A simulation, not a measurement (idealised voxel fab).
This is a process module. Its name is voxel self aligned contacts.
Pictured: cross-section cut, 290 nm wide, on a grid of 5 nm square cells.
Format of a cross-section: grid, square cells. Given as bands. Order: top down. Band: one or more rows of cells. This entry defines a band. It first specifies the height of the band's top and the height of its bottom in nm, and then specifies the band's materials from left to right, stating each material with its width in nm. The word "all across" identifies a single material that fills the band from edge to edge, while the word "blank" identifies empty space. All heights in this document are referenced to 0, defined as the level beneath which the wafer, as received, consists entirely of one material. The lowest band is not bounded below; it extends indefinitely downward and is written in the form "from 0 down". Width spec "30..40" -> top row of cells at first value, bottom row at second value, equal per-row change in between. The cross-section has no changed cell in any step marked "stayed the same". In "Fully enclosed voids" the enclosed voids are listed, meaning empty spaces of 8 cells or larger without any opening to the top. The form is width x height at distance, distance from the left edge, units nm. On each step's line, the part that comes after the settings is the simulator's own comment on the step. overlay nm: for a step with a mask, the amount by which the mask lay right of where it was planned; a negative amount means left of it.
-- plan
1) RECEIVE: material Si
2) CONFORMAL_DEP: material SiO2, thk nm 5
3) DIRECTIONAL_DEP: material polySi, thk nm 25
4) DIRECTIONAL_DEP: material SiN, thk nm 20
5) DIRECTIONAL_DEP: material aC, thk nm 10
6) PATTERN: tone cover, mask id GATE, material resist, width nm 25, pitch nm 80, thk nm 25, overlay nm 0
7) DIRECTIONAL_ETCH: etch materials aC, depth nm 10
8) STRIP: etch materials resist
9) DIRECTIONAL_ETCH: etch materials SiN, depth nm 20
10) DIRECTIONAL_ETCH: etch materials polySi, depth nm 25
11) STRIP: etch materials aC
12) CONFORMAL_DEP: material SiN, thk nm 10
13) DIRECTIONAL_ETCH: etch materials SiN, depth nm 10
14) FILL_DEP: material SiO2, thk nm 15
15) CMP: height nm 55
16) MASKED_ETCH: tone open, mask id CONTACT, width nm 65, pitch nm 80, etch materials SiO2, depth nm 55, overlay nm 0
17) CONFORMAL_DEP: material TiN, thk nm 5
18) FILL_DEP: material W, thk nm 5
19) CMP: height nm 55
20) CONFORMAL_DEP: material SiN, thk nm 5
Quick note for whoever runs this: the wafers start identical, but the width nm at step 6 isn't the same across them. The plan just shows what the first wafer had.
-- Cross-sectional view of the first of several wafers in the as-received condition, corresponding to the state following step 1
- from 0 down  Si all across
- Fully enclosed voids: none
-- first wafer at the end, after step 20
- from 60 to 55  SiN all across
- from 55 to 50  SiO2: 70; TiN: 20; W: 25; TiN: 20; SiO2: 15; TiN: 20; W: 25; TiN: 20; SiO2: 75
- from 50 to 30  SiO2: 40; SiN: 45; TiN: 5; W: 25; TiN: 5; SiN: 45; TiN: 5; W: 25; TiN: 5; SiN: 45; SiO2: 45
- from 30 to 5  SiO2: 40; SiN: 10; polySi: 25; SiN: 10; TiN: 5; W: 25; TiN: 5; SiN: 10; polySi: 25; SiN: 10; TiN: 5; W: 25; TiN: 5; SiN: 10; polySi: 25; SiN: 10; SiO2: 45
- from 5 to 0  SiO2: 85; TiN: 35; SiO2: 45; TiN: 35; SiO2: 90
- from 0 down  Si all across
- Fully enclosed voids: none
-- So this is the cross-section on the last wafer at the end of the module
- from 60 to 55  SiN all across
- from 55 to 50  SiO2: 70; TiN: 65; SiO2: 15; TiN: 65; SiO2: 75
- from 50 to 30  SiO2: 30; SiN: 70; TiN: 10; SiN: 70; TiN: 10; SiN: 70; SiO2: 30
- from 30 to 5  SiO2: 30; SiN: 10; polySi: 50; SiN: 10; TiN: 10; SiN: 10; polySi: 50; SiN: 10; TiN: 10; SiN: 10; polySi: 50; SiN: 10; SiO2: 30
- from 5 to 0  SiO2: 100; TiN: 10; SiO2: 70; TiN: 10; SiO2: 100
- from 0 down  Si all across
- Fully enclosed voids: none
-- Note: the following table is arranged by wafer, a row apiece. Each row reports the end-of-module state: per material, cells gained (+) or cells lost (-) compared with the wafer as received; closed voids follow
width nm 25, +226 SiN, +229 SiO2, +66 TiN, +100 W, +75 polySi, Fully enclosed voids: none
width nm 30, +238 SiN, +222 SiO2, +66 TiN, +80 W, +90 polySi, Fully enclosed voids: none
width nm 35, +250 SiN, +215 SiO2, +66 TiN, +60 W, +105 polySi, Fully enclosed voids: none
width nm 40, +262 SiN, +208 SiO2, +66 TiN, +40 W, +120 polySi, Fully enclosed voids: none
width nm 45, +274 SiN, +201 SiO2, +66 TiN, +20 W, +135 polySi, Fully enclosed voids: none
width nm 50, +286 SiN, +194 SiO2, +66 TiN, +150 polySi, Fully enclosed voids: none
